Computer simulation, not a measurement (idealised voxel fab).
The process module presented herein is designated voxel fin reveal.
Each square cell in cross-section cut measures 5 nm, and the section as a whole is 230 nm wide.
Cross-section layout: square cells on a grid; listed as bands, top to bottom; a band spans one or more cell rows.
This entry defines a band. It first specifies the height of the band's top and the height of its bottom in nm, and then specifies the band's materials from left to right, stating each material with its width in nm. The word "all across" identifies a single material that fills the band from edge to edge, while the word "air" identifies empty space.
The reference from which all heights are counted is 0, the level beneath which the as-received wafer is entirely one material; the lowest band, having no lower bound, proceeds downward and is written after the example "0 -> down".
A width such as "30..40" changes by the same amount from each row of cells to the next, from the band's top row to its bottom row.
The designation "no modifications", where it is given for a processing step, indicates that no cell of the cross-section was altered in the course of that step.
In the "Non-vented voids" entry, you get each enclosed empty space of 8 cells or more, one with no open way to the top, written width x height at distance, distance from the left edge, in nm.
On each step's line, the part that comes after the settings is the simulator's own comment on the step.
The optional step-line setting "overlay nm" applies to steps with a mask and quantifies how far to the right of its planned location the mask lay, a negative value indicating leftward placement.

This section lists the process steps that were planned:
step 1: RECEIVE, material Si
step 2: CONFORMAL_DEP, material SiN, thk nm 10
step 3: MASKED_ETCH, tone cover, mask id FINS, width nm 15, pitch nm 45, etch materials SiN, depth nm 10, overlay nm 0
step 4: MASKED_ETCH, tone cover, mask id FINS, width nm 15, pitch nm 45, etch materials Si, depth nm 35, overlay nm 0
step 5: OXIDIZE, depth nm 5
step 6: FILL_DEP, material SiO2, thk nm 15
step 7: CMP, height nm 10
step 8: SELECTIVE_ETCH, etch materials SiO2, depth nm 25
step 9: STRIP, etch materials SiN
step 10: CONFORMAL_DEP, material SiO2, thk nm 5

First of two wafers, processed according to plan:

Cross-section, incoming material, after step 1:
	0 -> down = Si all across
	Non-vented voids: none

The following cross-section depicts the wafer upon completion of step 2:
	10 -> 0 = SiN all across
	Rest of section, below 0: as before.

The following cross-section depicts the wafer upon completion of step 3:
	10 -> 0 = air: 85 / SiN: 15 / air: 30 / SiN: 15 / air: 85
	Rest of section, below 0: as before.

The following cross-section depicts the wafer upon completion of step 4:
	10 -> 0 = air: 85 / SiN: 15 / air: 30 / SiN: 15 / air: 85
	0 -> -35 = air: 85 / Si: 15 / air: 30 / Si: 15 / air: 85
	Rest of section, below -35: as before.

The following cross-section depicts the wafer upon completion of step 5:
	10 -> 0 = air: 85 / SiN: 15 / air: 30 / SiN: 15 / air: 85
	0 -> -35 = air: 85 / SiO2: 5 / Si: 5 / SiO2: 5 / air: 30 / SiO2: 5 / Si: 5 / SiO2: 5 / air: 85
	-35 -> -40 = SiO2: 90 / Si: 5 / SiO2: 40 / Si: 5 / SiO2: 90
	Rest of section, below -40: as before.

The following cross-section depicts the wafer upon completion of step 6:
	25 -> 10 = SiO2 all across
	10 -> 0 = SiO2: 85 / SiN: 15 / SiO2: 30 / SiN: 15 / SiO2: 85
	0 -> -40 = SiO2: 90 / Si: 5 / SiO2: 40 / Si: 5 / SiO2: 90
	Rest of section, below -40: as before.

The following cross-section depicts the wafer upon completion of step 7:
	10 -> 0 = SiO2: 85 / SiN: 15 / SiO2: 30 / SiN: 15 / SiO2: 85
	Rest of section, below 0: as before.

The following cross-section depicts the wafer upon completion of step 8:
	10 -> 0 = air: 85 / SiN: 15 / air: 30 / SiN: 15 / air: 85
	0 -> -15 = air: 90 / Si: 5 / air: 40 / Si: 5 / air: 90
	Rest of section, below -15: as before.

The following cross-section depicts the wafer upon completion of step 9:
	0 -> -15 = air: 90 / Si: 5 / air: 40 / Si: 5 / air: 90
	Rest of section, below -15: as before.

The following cross-section depicts the wafer upon completion of step 10:
	5 -> 0 = air: 85 / SiO2: 15 / air: 30 / SiO2: 15 / air: 85
	0 -> -10 = air: 85 / SiO2: 5 / Si: 5 / SiO2: 5 / air: 30 / SiO2: 5 / Si: 5 / SiO2: 5 / air: 85
	-10 -> -40 = SiO2: 90 / Si: 5 / SiO2: 40 / Si: 5 / SiO2: 90
	Rest of section, below -40: as before.

It is to be noted that the second wafer proceeded from the same initial state and according to the same plan as the first, although one mistake was committed in its execution; through step 7, inclusive, the two wafers share an identical history:

Second wafer at the planned finish of step 8, seen in cross-section:
	10 -> 0 = SiO2: 85 / air: 15 / SiO2: 30 / air: 15 / SiO2: 85
	Rest of section, below 0: as before.

Second wafer at the planned finish of step 9, seen in cross-section:
	0 -> -15 = air: 90 / Si: 5 / air: 40 / Si: 5 / air: 90
	-15 -> -25 = SiO2: 60 / air: 30 / Si: 5 / air: 40 / Si: 5 / air: 30 / SiO2: 60
	Rest of section, below -25: as before.

Second wafer at the planned finish of step 10, seen in cross-section:
	5 -> 0 = air: 85 / SiO2: 15 / air: 30 / SiO2: 15 / air: 85
	0 -> -10 = air: 85 / SiO2: 5 / Si: 5 / SiO2: 5 / air: 30 / SiO2: 5 / Si: 5 / SiO2: 5 / air: 85
	-10 -> -20 = SiO2: 65 / air: 20 / SiO2: 5 / Si: 5 / SiO2: 5 / air: 30 / SiO2: 5 / Si: 5 / SiO2: 5 / air: 20 / SiO2: 65
	-20 -> -40 = SiO2: 90 / Si: 5 / SiO2: 40 / Si: 5 / SiO2: 90
	Rest of section, below -40: as before.
So what did we get wrong on this run? the run placed steps 8 and 9 each in the position the plan gave to the other
The second wafer ends with more or fewer cells of some materials than the first, per final count: 28 fewer of SiO2
